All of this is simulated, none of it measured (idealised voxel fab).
process module | voxel double patterning
FYI the section here is cut, 210 nm wide, cells are 5 nm squares.
The cross-sections in this document take the form of a grid made of square cells. They are written out as bands, in order from top to bottom. Each band consists of one or more rows of cells.
Within each band entry, the heights of the top and of the bottom of the band appear first, in that order and in nm; the materials of the band then follow from left to right, each with its corresponding width in nm. The designation "everywhere" on a single material indicates that it fills the band from edge to edge; the designation "blank" indicates empty space.
The level at which height equals 0 is the one under which the wafer, as it arrives, is entirely one material. No lower edge exists for the bottom band, which continues downward and is notated as in "0 nm and below".
Note: "30->40" means the width goes from the first number (top row of the band) to the second number (bottom row) in equal steps per row of cells.
Any step labelled "remains unaltered" changed none of the cells in the cross-section.
Each empty space that has no open way to the top and spans at least 8 cells appears under "Completely enclosed voids" as width x height at distance, the distance counted from the left edge, all in nm.
On each step's line, the part that comes after the settings is the simulator's own comment on the step.
Among the settings permitted on a step's line is "overlay nm"; applied to a step with a mask, it specifies the extent to which the mask lay to the right of its planned position, whereas a negative figure signifies a position to the left.
Process steps (planned)
1) RECEIVE with material Si
2) CONFORMAL_DEP with material SiO2, thk nm 5
3) DIRECTIONAL_DEP with material W, thk nm 10
4) DIRECTIONAL_DEP with material SiN, thk nm 10
5) DIRECTIONAL_DEP with material aC, thk nm 10
6) PATTERN with tone open, mask id FIRST, material resist, width nm 15, pitch nm 50, thk nm 30, overlay nm 0
7) DIRECTIONAL_ETCH with etch materials aC, depth nm 10
8) STRIP with etch materials resist
9) DIRECTIONAL_ETCH with etch materials SiN, depth nm 10
10) STRIP with etch materials aC
11) DIRECTIONAL_DEP with material aC, thk nm 15
12) PATTERN with tone open, mask id SECOND, material resist, width nm 15, thk nm 35, overlay nm 0
13) DIRECTIONAL_ETCH with etch materials aC, depth nm 15
14) STRIP with etch materials resist
15) DIRECTIONAL_ETCH with etch materials SiN, depth nm 10
16) STRIP with etch materials aC
17) DIRECTIONAL_ETCH with etch materials W, depth nm 20
18) STRIP with etch materials SiN
varied across the wafers: thk nm of step 3. The plan shows the first wafer's value. All wafers start alike
Incoming state of the first of several wafers in cross-section: after step 1
	0 nm and below = Si everywhere
	Completely enclosed voids: none
End of module: cross-section of the first of several wafers after step 18, the last step
	15 nm to 5 nm = W (70) | blank (15) | W (10) | blank (15) | W (10) | blank (15) | W (75)
	5 nm to 0 nm = SiO2 everywhere
	0 nm and below = Si everywhere
	Completely enclosed voids: none
Cross-sectional depiction of the last of several wafers upon completion of the module
	40 nm to 20 nm = W (70) | blank (15) | W (10) | blank (15) | W (10) | blank (15) | W (75)
	20 nm to 5 nm = W everywhere
	5 nm to 0 nm = SiO2 everywhere
	0 nm and below = Si everywhere
	Completely enclosed voids: none
each wafer at the end: cells of each material gained (+) or lost (-) since it was received, then its closed voids
thk nm 10; +42 SiO2; +66 W; Completely enclosed voids: none
thk nm 15; +42 SiO2; +99 W; Completely enclosed voids: none
thk nm 20; +42 SiO2; +132 W; Completely enclosed voids: none
thk nm 25; +42 SiO2; +174 W; Completely enclosed voids: none
thk nm 30; +42 SiO2; +216 W; Completely enclosed voids: none
thk nm 35; +42 SiO2; +258 W; Completely enclosed voids: none
